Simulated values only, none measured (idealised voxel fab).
process module | voxel air gaps
cross-section cut | 165 nm wide | cells 5 nm
A cross-section is a grid of square cells, given in bands from the top down. A band is one or more rows of cells.
Each band's line starts with the height of the band's top and of its bottom, in nm. Then come its materials from left to right, each with its width in nm. One material with "throughout" fills the band from edge to edge. "air" is empty space.
Height 0 is the level under which the wafer as received is all one material. The lowest band goes on downwards, as in "0 down".
A width such as "30 to 40" changes by the same amount from each row of cells to the next, from the band's top row to its bottom row.
"no change" after a step means that no cell of the cross-section changed.
closed voids: empty space of 8 cells or more with no open way to the top, each as width x height at its distance from the left edge, in nm
after a step's settings: what the simulator itself notes on the step
overlay nm, on a step with a mask: how far to the right of its planned place the mask lay; to the left if negative
plan
1 op RECEIVE | material Si
2 op CONFORMAL_DEP | material SiO2 | thk nm 15
3 op CONFORMAL_DEP | material SiCN | thk nm 5
4 op DIRECTIONAL_DEP | material SiO2 | thk nm 30
5 op DIRECTIONAL_DEP | material aC | thk nm 10
6 op PATTERN | tone open | mask id LINES | material resist | width nm 15 | pitch nm 40 | thk nm 25 | overlay nm 0
7 op DIRECTIONAL_ETCH | etch materials aC | depth nm 10
8 op STRIP | etch materials resist
9 op DIRECTIONAL_ETCH | etch materials SiO2 | depth nm 30
10 op STRIP | etch materials aC
11 op CONFORMAL_DEP | material TiN | thk nm 5
12 op FILL_DEP | material W | thk nm 10
13 op CMP | height nm 50
14 op EPI | material Ru | thk nm 10
15 op SELECTIVE_ETCH | etch materials SiO2 | depth nm 40
16 op CONFORMAL_DEP | material SiCN | thk nm 5
as received, after step 1
  0 down: Si throughout
  closed voids: none
a wafer at the end: this start, this plan, one mistake
  65 to 60: SiCN throughout
  60 to 50: Ru throughout
  50 to 40: W throughout
  40 to 35: TiN 40 | W 5 | TiN 35 | W 5 | TiN 35 | W 5 | TiN 40
  35 to 10: SiO2 35 | TiN 5 | W 5 | TiN 5 | SiO2 25 | TiN 5 | W 5 | TiN 5 | SiO2 25 | TiN 5 | W 5 | TiN 5 | SiO2 35
  10 to 5: SiO2 35 | TiN 15 | SiO2 25 | TiN 15 | SiO2 25 | TiN 15 | SiO2 35
  5 to 0: SiCN throughout
  0 down: Si throughout
  closed voids: none
what went wrong: step 2 was left out
